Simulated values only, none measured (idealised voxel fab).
process module | voxel plated lines
cross-section cut | 270 nm wide | cells 5 nm
A cross-section is a grid of square cells, given in bands from the top down. A band is one or more rows of cells.
Each band's line starts with the height of the band's top and of its bottom, in nm. Then come its materials from left to right, each with its width in nm. One material with "throughout" fills the band from edge to edge. "air" is empty space.
Height 0 is the level under which the wafer as received is all one material. The lowest band goes on downwards, as in "0 down".
A width such as "30 to 40" changes by the same amount from each row of cells to the next, from the band's top row to its bottom row.
"no change" after a step means that no cell of the cross-section changed.
closed voids: empty space of 8 cells or more with no open way to the top, each as width x height at its distance from the left edge, in nm
after a step's settings: what the simulator itself notes on the step
overlay nm, on a step with a mask: how far to the right of its planned place the mask lay; to the left if negative
plan
1 op RECEIVE | material Si
2 op CONFORMAL_DEP | material SiO2 | thk nm 15
3 op DIRECTIONAL_DEP | material TiN | thk nm 5
4 op PATTERN | tone open | mask id LINES | material resist | width nm 15 | pitch nm 40 | thk nm 25 | overlay nm 0
5 op EPI | material Ru | thk nm 5
6 op EPI | material Ru | thk nm 10
7 op STRIP | etch materials resist
8 op DIRECTIONAL_ETCH | etch materials TiN | depth nm 5
9 op CONFORMAL_DEP | material SiCN | thk nm 5
varied across the wafers: thk nm of step 9. The plan shows the first wafer's value. All wafers start alike
first wafer as received, after step 1
  0 down: Si throughout
  closed voids: none
each wafer at the end: cells of each material gained (+) or lost (-) since it was received, then its closed voids
thk nm 5 | +36 Ru | +86 SiCN | +162 SiO2 | +12 TiN | closed voids: none
thk nm 10 | +36 Ru | +172 SiCN | +162 SiO2 | +12 TiN | closed voids: none
thk nm 15 | +36 Ru | +246 SiCN | +162 SiO2 | +12 TiN | closed voids: none
thk nm 20 | +36 Ru | +308 SiCN | +162 SiO2 | +12 TiN | closed voids: none
